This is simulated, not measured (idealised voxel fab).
You're looking at the process module voxel wiring stack.
Cross-section cut: width 220 nm, square cells of 5 nm.
Just so we're on the same page, the cross-sections are grids of square cells, and they're listed out in bands top to bottom, each band one or more rows deep. Top, bottom (nm), then materials left to right with widths (nm); lone material tagged "all across" fills the whole band edge to edge; "empty" = empty space. Ref level 0: as-received wafer is one material below here. Bottom band extends down with no lower bound ("z 0 and below"). A width given as "30 to 40" starts at the first number in the band's top row and ends at the second number in its bottom row, shifting by an equal amount at every step from row to row. The designation "all unchanged", where it is given for a processing step, indicates that no cell of the cross-section was altered in the course of that step. The label "Closed internal voids" introduces a list of the empty spaces, 8 cells or larger, that have no open way up to the top; each entry in it reads width x height at distance, where the distance is taken from the left edge and all three are stated in nm. Whatever follows a step's settings on its line is a remark the simulator itself makes about that step. The optional step-line setting "overlay nm" applies to steps with a mask and quantifies how far to the right of its planned location the mask lay, a negative value indicating leftward placement.

The planned process steps are enumerated hereunder
step 1: RECEIVE, material Si
step 2: CONFORMAL_DEP, material SiO2, thk nm 15
step 3: CONFORMAL_DEP, material SiN, thk nm 5
step 4: DIRECTIONAL_DEP, material SiO2, thk nm 25
step 5: DIRECTIONAL_DEP, material aC, thk nm 15
step 6: PATTERN, tone open, mask id METAL_1, material resist, width nm 30, pitch nm 50, thk nm 35, overlay nm 0
step 7: DIRECTIONAL_ETCH, etch materials aC, depth nm 15
step 8: STRIP, etch materials resist
step 9: DIRECTIONAL_ETCH, etch materials SiO2, depth nm 25
step 10: DIRECTIONAL_ETCH, etch materials SiN, depth nm 5
step 11: STRIP, etch materials aC
step 12: CONFORMAL_DEP, material TiN, thk nm 5
step 13: FILL_DEP, material W, thk nm 5
step 14: CMP, height nm 45
step 15: EPI, material Ru, thk nm 5
step 16: FILL_DEP, material SiCN, thk nm 5
step 17: DIRECTIONAL_DEP, material lowk, thk nm 35
step 18: MASKED_ETCH, tone open, mask id METAL_2, width nm 30, pitch nm 50, etch materials lowk, depth nm 20, overlay nm 0
step 19: MASKED_ETCH, tone open, mask id METAL_2_HOLES, width nm 15, pitch nm 50, etch materials lowk, depth nm 15, overlay nm 0
step 20: MASKED_ETCH, tone open, mask id METAL_2_HOLES, width nm 15, pitch nm 50, etch materials SiCN, depth nm 5, overlay nm 0
step 21: CONFORMAL_DEP, material TiN, thk nm 5
step 22: FILL_DEP, material Cu, thk nm 10
step 23: CMP, height nm 90
step 24: CONFORMAL_DEP, material SiCN, thk nm 5

As received (post step 1): cross-section
- z 0 and below  Si all across
- Closed internal voids: none

Module complete - cross-section of the first of two wafers, run according to plan
- z 95 to 90  SiCN all across
- z 90 to 75  20 lowk; 5 TiN; 20 Cu; 5 TiN; 20 lowk; 5 TiN; 20 Cu; 5 TiN; 20 lowk; 5 TiN; 20 Cu; 5 TiN; 20 lowk; 5 TiN; 20 Cu; 5 TiN; 20 lowk
- z 75 to 70  20 lowk; 5 TiN; 5 Cu; 20 TiN; 20 lowk; 5 TiN; 5 Cu; 20 TiN; 20 lowk; 5 TiN; 5 Cu; 20 TiN; 20 lowk; 5 TiN; 5 Cu; 20 TiN; 20 lowk
- z 70 to 55  20 lowk; 5 TiN; 5 Cu; 5 TiN; 35 lowk; 5 TiN; 5 Cu; 5 TiN; 35 lowk; 5 TiN; 5 Cu; 5 TiN; 35 lowk; 5 TiN; 5 Cu; 5 TiN; 35 lowk
- z 55 to 50  20 SiCN; 15 TiN; 35 SiCN; 15 TiN; 35 SiCN; 15 TiN; 35 SiCN; 15 TiN; 35 SiCN
- z 50 to 45  15 SiCN; 40 Ru; 10 SiCN; 40 Ru; 10 SiCN; 40 Ru; 10 SiCN; 40 Ru; 15 SiCN
- z 45 to 20  20 SiO2; 5 TiN; 20 W; 5 TiN; 20 SiO2; 5 TiN; 20 W; 5 TiN; 20 SiO2; 5 TiN; 20 W; 5 TiN; 20 SiO2; 5 TiN; 20 W; 5 TiN; 20 SiO2
- z 20 to 15  20 SiN; 30 TiN; 20 SiN; 30 TiN; 20 SiN; 30 TiN; 20 SiN; 30 TiN; 20 SiN
- z 15 to 0  SiO2 all across
- z 0 and below  Si all across
- Closed internal voids: none

This cross-section belongs to the second wafer of two at the end of the module; the start and the plan were shared with the first, and the run included one mistake
- z 100 to 95  SiCN all across
- z 95 to 90  25 TiN; 20 Cu; 30 TiN; 20 Cu; 30 TiN; 20 Cu; 30 TiN; 20 Cu; 25 TiN
- z 90 to 75  20 lowk; 5 TiN; 20 Cu; 5 TiN; 20 lowk; 5 TiN; 20 Cu; 5 TiN; 20 lowk; 5 TiN; 20 Cu; 5 TiN; 20 lowk; 5 TiN; 20 Cu; 5 TiN; 20 lowk
- z 75 to 70  20 lowk; 5 TiN; 5 Cu; 20 TiN; 20 lowk; 5 TiN; 5 Cu; 20 TiN; 20 lowk; 5 TiN; 5 Cu; 20 TiN; 20 lowk; 5 TiN; 5 Cu; 20 TiN; 20 lowk
- z 70 to 55  20 lowk; 5 TiN; 5 Cu; 5 TiN; 35 lowk; 5 TiN; 5 Cu; 5 TiN; 35 lowk; 5 TiN; 5 Cu; 5 TiN; 35 lowk; 5 TiN; 5 Cu; 5 TiN; 35 lowk
- z 55 to 50  20 SiCN; 15 TiN; 35 SiCN; 15 TiN; 35 SiCN; 15 TiN; 35 SiCN; 15 TiN; 35 SiCN
- z 50 to 45  15 SiCN; 40 Ru; 10 SiCN; 40 Ru; 10 SiCN; 40 Ru; 10 SiCN; 40 Ru; 15 SiCN
- z 45 to 20  20 SiO2; 5 TiN; 20 W; 5 TiN; 20 SiO2; 5 TiN; 20 W; 5 TiN; 20 SiO2; 5 TiN; 20 W; 5 TiN; 20 SiO2; 5 TiN; 20 W; 5 TiN; 20 SiO2
- z 20 to 15  20 SiN; 30 TiN; 20 SiN; 30 TiN; 20 SiN; 30 TiN; 20 SiN; 30 TiN; 20 SiN
- z 15 to 0  SiO2 all across
- z 0 and below  Si all across
- Closed internal voids: none
Against the plan, the run slipped here: for step 23, the planned setting was not used; the step was instead run as CMP, height nm 95
Looking at both finished wafers in cells, the second ends up ahead of or behind the first on some materials: 16 more of Cu | 28 more of TiN
